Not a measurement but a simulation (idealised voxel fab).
process module | voxel spacer lines
cross-section cut | 220 nm wide | cells 5 nm
A cross-section is a grid of square cells, given in bands from the top down. A band is one or more rows of cells.
Each band's line starts with the height of the band's top and of its bottom, in nm. Then come its materials from left to right, each with its width in nm. One material with "throughout" fills the band from edge to edge. "air" is empty space.
Height 0 is the level under which the wafer as received is all one material. The lowest band goes on downwards, as in "0 down".
A width such as "30 to 40" changes by the same amount from each row of cells to the next, from the band's top row to its bottom row.
"no change" after a step means that no cell of the cross-section changed.
closed voids: empty space of 8 cells or more with no open way to the top, each as width x height at its distance from the left edge, in nm
after a step's settings: what the simulator itself notes on the step
overlay nm, on a step with a mask: how far to the right of its planned place the mask lay; to the left if negative
plan
1 op RECEIVE | material Si
2 op CONFORMAL_DEP | material Al2O3 | thk nm 5
3 op DIRECTIONAL_DEP | material polySi | thk nm 15
4 op DIRECTIONAL_DEP | material aC | thk nm 30
5 op PATTERN | tone cover | mask id MANDREL | material resist | width nm 25 | pitch nm 80 | thk nm 40 | overlay nm 0
6 op DIRECTIONAL_ETCH | etch materials aC | depth nm 30
7 op STRIP | etch materials resist
8 op CONFORMAL_DEP | material SiN | thk nm 15
9 op DIRECTIONAL_ETCH | etch materials SiN | depth nm 15
10 op STRIP | etch materials aC
11 op DIRECTIONAL_ETCH | etch materials polySi | depth nm 15
12 op STRIP | etch materials SiN
first wafer, as planned
as received, after step 1
  0 down: Si throughout
  closed voids: none
after step 2
  5 to 0: Al2O3 throughout
  below 0: unchanged
after step 3
  20 to 5: polySi throughout
  below 5: unchanged
after step 4
  50 to 20: aC throughout
  below 20: unchanged
after step 5
  90 to 50: air 15 | resist 25 | air 55 | resist 25 | air 55 | resist 25 | air 20
  below 50: unchanged
after step 6
  60 to 50: air 15 | resist 25 | air 55 | resist 25 | air 55 | resist 25 | air 20
  50 to 20: air 15 | aC 25 | air 55 | aC 25 | air 55 | aC 25 | air 20
  below 20: unchanged
after step 7
  50 to 20: air 15 | aC 25 | air 55 | aC 25 | air 55 | aC 25 | air 20
  below 20: unchanged
after step 8
  65 to 50: SiN 55 | air 25 | SiN 55 | air 25 | SiN 55 | air 5
  50 to 35: SiN 15 | aC 25 | SiN 15 | air 25 | SiN 15 | aC 25 | SiN 15 | air 25 | SiN 15 | aC 25 | SiN 15 | air 5
  35 to 20: SiN 15 | aC 25 | SiN 55 | aC 25 | SiN 55 | aC 25 | SiN 20
  below 20: unchanged
after step 9
  50 to 20: SiN 15 | aC 25 | SiN 15 | air 25 | SiN 15 | aC 25 | SiN 15 | air 25 | SiN 15 | aC 25 | SiN 15 | air 5
  below 20: unchanged
after step 10
  50 to 20: SiN 15 | air 25 | SiN 15 | air 25 | SiN 15 | air 25 | SiN 15 | air 25 | SiN 15 | air 25 | SiN 15 | air 5
  below 20: unchanged
after step 11
  50 to 20: SiN 15 | air 25 | SiN 15 | air 25 | SiN 15 | air 25 | SiN 15 | air 25 | SiN 15 | air 25 | SiN 15 | air 5
  20 to 5: polySi 15 | air 25 | polySi 15 | air 25 | polySi 15 | air 25 | polySi 15 | air 25 | polySi 15 | air 25 | polySi 15 | air 5
  below 5: unchanged
after step 12
  20 to 5: polySi 15 | air 25 | polySi 15 | air 25 | polySi 15 | air 25 | polySi 15 | air 25 | polySi 15 | air 25 | polySi 15 | air 5
  below 5: unchanged
second wafer: like start, like plan, one mistake. Through step 2 it matches the first wafer
when step 3 should have ended
  35 to 5: polySi throughout
  below 5: unchanged
when step 4 should have ended
  65 to 35: aC throughout
  below 35: unchanged
when step 5 should have ended
  105 to 65: air 15 | resist 25 | air 55 | resist 25 | air 55 | resist 25 | air 20
  below 65: unchanged
when step 6 should have ended
  75 to 65: air 15 | resist 25 | air 55 | resist 25 | air 55 | resist 25 | air 20
  65 to 35: air 15 | aC 25 | air 55 | aC 25 | air 55 | aC 25 | air 20
  below 35: unchanged
when step 7 should have ended
  65 to 35: air 15 | aC 25 | air 55 | aC 25 | air 55 | aC 25 | air 20
  below 35: unchanged
when step 8 should have ended
  80 to 65: SiN 55 | air 25 | SiN 55 | air 25 | SiN 55 | air 5
  65 to 50: SiN 15 | aC 25 | SiN 15 | air 25 | SiN 15 | aC 25 | SiN 15 | air 25 | SiN 15 | aC 25 | SiN 15 | air 5
  50 to 35: SiN 15 | aC 25 | SiN 55 | aC 25 | SiN 55 | aC 25 | SiN 20
  below 35: unchanged
when step 9 should have ended
  65 to 35: SiN 15 | aC 25 | SiN 15 | air 25 | SiN 15 | aC 25 | SiN 15 | air 25 | SiN 15 | aC 25 | SiN 15 | air 5
  below 35: unchanged
when step 10 should have ended
  65 to 35: SiN 15 | air 25 | SiN 15 | air 25 | SiN 15 | air 25 | SiN 15 | air 25 | SiN 15 | air 25 | SiN 15 | air 5
  below 35: unchanged
when step 11 should have ended
  65 to 35: SiN 15 | air 25 | SiN 15 | air 25 | SiN 15 | air 25 | SiN 15 | air 25 | SiN 15 | air 25 | SiN 15 | air 5
  35 to 20: polySi 15 | air 25 | polySi 15 | air 25 | polySi 15 | air 25 | polySi 15 | air 25 | polySi 15 | air 25 | polySi 15 | air 5
  below 20: unchanged
when step 12 should have ended
  35 to 20: polySi 15 | air 25 | polySi 15 | air 25 | polySi 15 | air 25 | polySi 15 | air 25 | polySi 15 | air 25 | polySi 15 | air 5
  below 20: unchanged
what went wrong: step 3 was run twice
at the end the second wafer has, in cells: 132 more of polySi
